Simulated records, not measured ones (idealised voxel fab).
The process module that follows is named voxel fin reveal.
Displayed cross-section: cut, width of 165 nm, square cells sized 5 nm.
If you're reading a cross-section in this doc, picture square cells in a grid; it comes to you as bands, top ones listed first down to the bottom, and a band can be one or more rows of cells.
Within each band entry, the heights of the top and of the bottom of the band appear first, in that order and in nm; the materials of the band then follow from left to right, each with its corresponding width in nm. The designation "edge to edge" on a single material indicates that it fills the band from edge to edge; the designation "blank" indicates empty space.
Zero point of the height axis is 0; under it, received wafer = one material. Lowest band: continues down indefinitely, "0 nm and below".
The two numbers in a width such as "30->40" mark its ends across the band: the first belongs to the top row of cells, the second to the bottom row, and from each row to the next the width moves by the same amount.
Step marked "nothing got changed"? Then no cell in the cross-section changed in it.
In the "Unvented internal voids" entry, you get each enclosed empty space of 8 cells or more, one with no open way to the top, written width x height at distance, distance from the left edge, in nm.
What comes after the settings on a step's line is commentary from the simulator itself on that step.
For masked steps, "overlay nm" on the step line gives how far right of plan the mask actually lay; a minus sign means it lay to the left.

These are the steps we planned for the process:
1 RECEIVE [material Si]
2 CONFORMAL_DEP [material SiN] [thk nm 5]
3 PATTERN [tone cover] [mask id FINS] [material resist] [width nm 15] [pitch nm 35] [thk nm 20] [overlay nm 0]
4 DIRECTIONAL_ETCH [etch materials SiN] [depth nm 5]
5 DIRECTIONAL_ETCH [etch materials Si] [depth nm 30]
6 STRIP [etch materials resist]
7 OXIDIZE [depth nm 5]
8 FILL_DEP [material SiO2] [thk nm 5]
9 CMP [height nm 5]
10 SELECTIVE_ETCH [etch materials SiO2] [depth nm 20]
11 STRIP [etch materials SiN]
12 CONFORMAL_DEP [material HfO2] [thk nm 5]

Incoming wafer in cross-section (state: after step 1):
0 nm and below | Si edge to edge
Unvented internal voids: none

Result of the module, cross-sectioned: start per above, plan per above, one error in how it was run:
5 nm to 0 nm | blank (20); HfO2 (15); blank (20); HfO2 (15); blank (20); HfO2 (15); blank (20); HfO2 (15); blank (25)
0 nm to -30 nm | blank (20); HfO2 (5); Si (5); HfO2 (5); blank (20); HfO2 (5); Si (5); HfO2 (5); blank (20); HfO2 (5); Si (5); HfO2 (5); blank (20); HfO2 (5); Si (5); HfO2 (5); blank (25)
-30 nm to -35 nm | HfO2 (25); Si (5); HfO2 (30); Si (5); HfO2 (30); Si (5); HfO2 (30); Si (5); HfO2 (30)
-35 nm and below | Si edge to edge
Unvented internal voids: none
Heads up, the wafer didn't run the way we planned it: in the plan, step 10 was performed twice
